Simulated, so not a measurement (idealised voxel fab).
process module | voxel self aligned vias
cross-section cut | 150 nm wide | cells 5 nm
A cross-section is a grid of square cells, given in bands from the top down. A band is one or more rows of cells.
Each band's line starts with the height of the band's top and of its bottom, in nm. Then come its materials from left to right, each with its width in nm. One material with "throughout" fills the band from edge to edge. "air" is empty space.
Height 0 is the level under which the wafer as received is all one material. The lowest band goes on downwards, as in "0 down".
A width such as "30 to 40" changes by the same amount from each row of cells to the next, from the band's top row to its bottom row.
"no change" after a step means that no cell of the cross-section changed.
closed voids: empty space of 8 cells or more with no open way to the top, each as width x height at its distance from the left edge, in nm
after a step's settings: what the simulator itself notes on the step
overlay nm, on a step with a mask: how far to the right of its planned place the mask lay; to the left if negative
plan
1 op RECEIVE | material Si
2 op CONFORMAL_DEP | material SiO2 | thk nm 10
3 op CONFORMAL_DEP | material SiCN | thk nm 5
4 op DIRECTIONAL_DEP | material lowk | thk nm 20
5 op DIRECTIONAL_DEP | material aC | thk nm 15
6 op PATTERN | tone open | mask id LINES | material resist | width nm 30 | pitch nm 65 | thk nm 30 | overlay nm 0
7 op DIRECTIONAL_ETCH | etch materials aC | depth nm 15
8 op STRIP | etch materials resist
9 op DIRECTIONAL_ETCH | etch materials lowk | depth nm 20
10 op STRIP | etch materials aC
11 op CONFORMAL_DEP | material TiN | thk nm 5
12 op FILL_DEP | material Ru | thk nm 10
13 op CMP | height nm 35
14 op SELECTIVE_ETCH | etch materials W Ru TiN | depth nm 10
15 op FILL_DEP | material SiN | thk nm 10
16 op CMP | height nm 35
17 op DIRECTIONAL_DEP | material lowk | thk nm 20
18 op PATTERN | tone open | mask id VIAS | material resist | width nm 40 | thk nm 20 | overlay nm 0
19 op DIRECTIONAL_ETCH | etch materials lowk | depth nm 20
20 op DIRECTIONAL_ETCH | etch materials SiN | depth nm 10
21 op STRIP | etch materials resist
22 op CONFORMAL_DEP | material TiN | thk nm 5
23 op FILL_DEP | material Ru | thk nm 10
24 op CMP | height nm 55
25 op CONFORMAL_DEP | material SiN | thk nm 5
as received, after step 1
  0 down: Si throughout
  closed voids: none
first wafer at the end, as planned
  60 to 55: SiN throughout
  55 to 40: lowk 20 | TiN 5 | Ru 30 | TiN 5 | lowk 90
  40 to 35: lowk 20 | TiN 10 | Ru 20 | TiN 10 | lowk 90
  35 to 30: lowk 25 | TiN 5 | Ru 20 | TiN 5 | lowk 35 | SiN 30 | lowk 30
  30 to 25: lowk 25 | TiN 30 | lowk 35 | SiN 30 | lowk 30
  25 to 20: lowk 25 | TiN 5 | Ru 20 | TiN 5 | lowk 35 | TiN 5 | Ru 20 | TiN 5 | lowk 30
  20 to 15: lowk 25 | TiN 30 | lowk 35 | TiN 30 | lowk 30
  15 to 10: SiCN throughout
  10 to 0: SiO2 throughout
  0 down: Si throughout
  closed voids: none
second wafer at the end: like start, like plan, one mistake
  60 to 55: SiN throughout
  55 to 40: lowk 20 | TiN 5 | Ru 30 | TiN 5 | lowk 90
  40 to 35: lowk 20 | TiN 10 | Ru 25 | TiN 5 | lowk 90
  35 to 30: lowk 25 | TiN 5 | Ru 25 | TiN 5 | lowk 30 | SiN 35 | lowk 25
  30 to 25: lowk 25 | TiN 35 | lowk 30 | SiN 35 | lowk 25
  25 to 20: lowk 25 | TiN 5 | Ru 25 | TiN 5 | lowk 30 | TiN 5 | Ru 25 | TiN 5 | lowk 25
  20 to 15: lowk 25 | TiN 35 | lowk 30 | TiN 35 | lowk 25
  15 to 10: SiCN throughout
  10 to 0: SiO2 throughout
  0 down: Si throughout
  closed voids: none
what went wrong: step 6 ran as: op PATTERN | tone open | mask id LINES | material resist | width nm 35 | pitch nm 65 | thk nm 30 | overlay nm 0
at the end the second wafer has, in cells: 4 more of Ru | 2 more of SiN | 2 more of TiN | 8 fewer of lowk
